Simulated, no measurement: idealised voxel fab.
voxel self aligned contacts: a process module
Displayed cross-section: cut, width of 205 nm, square cells sized 5 nm.
In what follows, cross-sections appear as grids of square cells, described through bands that run from the top down, where every band is one or more rows of cells.
In this notation a band is specified by the heights of its top and bottom, in that order and in nm, after which its materials appear from left to right, each paired with its width in nm. The word "all across" attached to a single material means that material fills the band from edge to edge; the word "empty" stands for empty space.
Heights from 0 (as-received wafer is one material below). Bottom band endless downward, as "0..down".
The two numbers in a width such as "30..40" mark its ends across the band: the first belongs to the top row of cells, the second to the bottom row, and from each row to the next the width moves by the same amount.
Basically "stayed the same" means that step didn't change any cell in the cross-section.
Voids not open to the top, 8 cells minimum: see "Closed void catalog". Written width x height at distance; distance is from the left edge; nm.
If you see something after the settings on a step's line, that's the simulator's own remark about that step.
On any step carrying a mask, the "overlay nm" setting, if present on the step's line, tells how far right of its planned place the mask lay; negative values point to the left.

Planned step list for the process:
1 op RECEIVE | material Si
2 op OXIDIZE | depth nm 5
3 op DIRECTIONAL_DEP | material polySi | thk nm 20
4 op DIRECTIONAL_DEP | material SiN | thk nm 20
5 op PATTERN | tone cover | mask id GATE | material resist | width nm 35 | pitch nm 65 | thk nm 20 | overlay nm 0
6 op DIRECTIONAL_ETCH | etch materials SiN | depth nm 20
7 op DIRECTIONAL_ETCH | etch materials polySi | depth nm 20
8 op STRIP | etch materials resist
9 op CONFORMAL_DEP | material SiN | thk nm 5
10 op DIRECTIONAL_ETCH | etch materials SiN | depth nm 5
11 op FILL_DEP | material SiO2 | thk nm 15
12 op CMP | height nm 50
13 op PATTERN | tone open | mask id CONTACT | material resist | width nm 40 | pitch nm 65 | thk nm 15 | overlay nm 0
14 op DIRECTIONAL_ETCH | etch materials SiO2 | depth nm 55
15 op STRIP | etch materials resist
16 op CONFORMAL_DEP | material TiN | thk nm 5
17 op FILL_DEP | material W | thk nm 5
18 op CMP | height nm 50
19 op CONFORMAL_DEP | material SiN | thk nm 5

As-received wafer cross-section (after step 1):
	0..down: Si all across
	Closed void catalog: none

End state of the module in cross-section, given the above starting point and plan and one mistake in execution:
	55..50: SiN all across
	50..40: 50 nm SiO2  5..15 nm TiN  30..10 nm polySi  5..15 nm TiN  25 nm SiO2  5..15 nm TiN  30..10 nm polySi  5..15 nm TiN  50 nm SiO2
	40..20: 15 nm SiO2  45 nm SiN  5 nm TiN  10 nm polySi  5 nm TiN  45 nm SiN  5 nm TiN  10 nm polySi  5 nm TiN  45 nm SiN  15 nm SiO2
	20..0: 15 nm SiO2  5 nm SiN  35 nm polySi  5 nm SiN  5 nm TiN  10 nm polySi  5 nm TiN  5 nm SiN  35 nm polySi  5 nm SiN  5 nm TiN  10 nm polySi  5 nm TiN  5 nm SiN  35 nm polySi  5 nm SiN  15 nm SiO2
	0..-5: 60 nm SiO2  20 nm TiN  45 nm SiO2  20 nm TiN  60 nm SiO2
	-5..down: Si all across
	Closed void catalog: none
So what did we get wrong on this run? step 17 did not use the planned setting and instead ran as op FILL_DEP | material polySi | thk nm 5
